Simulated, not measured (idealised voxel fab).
Herein follows the process module entitled voxel plated lines.
Each square cell in cross-section cut measures 5 nm, and the section as a whole is 145 nm wide.
Cross-section spec: square-cell grid; bands listed top down; each band is one or more rows.
Heights first: top, then bottom, in nm. Then materials, left to right, each with a width in nm. "throughout" on a single material: fills the band edge to edge. "air": empty space.
All heights in this document are referenced to 0, defined as the level beneath which the wafer, as received, consists entirely of one material. The lowest band is not bounded below; it extends indefinitely downward and is written in the form "0 nm and below".
With a width like "30 to 40", each row of cells in the band differs from the next by the same amount, the top row carrying the first number and the bottom row the second.
For the purposes of this document, the phrase "no alteration" attached to a step denotes that no cell within the cross-section was modified by that step.
Encapsulated voids: empty space of 8 cells or more with no open way to the top, each as width x height at its distance from the left edge, in nm
On a step's line, text after the settings is the simulator commenting on that step.
"overlay nm", when on a step's line for a step with a mask, measures how far to the right of its planned place the mask lay; a negative measure means to the left.
Steps planned for the process
1 RECEIVE | material Si
2 CONFORMAL_DEP | material Al2O3 | thk nm 10
3 DIRECTIONAL_DEP | material TiN | thk nm 5
4 PATTERN | tone open | mask id LINES | material resist | width nm 30 | pitch nm 45 | thk nm 20 | overlay nm 0
5 EPI | material Ru | thk nm 5
6 STRIP | etch materials resist
7 DIRECTIONAL_ETCH | etch materials TiN | depth nm 5
8 CONFORMAL_DEP | material SiO2 | thk nm 5
Step 1 complete: cross-section of the wafer as received
0 nm and below | Si throughout
Encapsulated voids: none
Final cross-section, module run with one mistake (start and plan as above)
20 nm to 15 nm | SiO2 throughout
15 nm to 5 nm | Al2O3 throughout
5 nm to 0 nm | TiN throughout
0 nm and below | Si throughout
Encapsulated voids: none
Misprocessing identified: steps 2 and 3 got flipped, so each one ran where the other should have
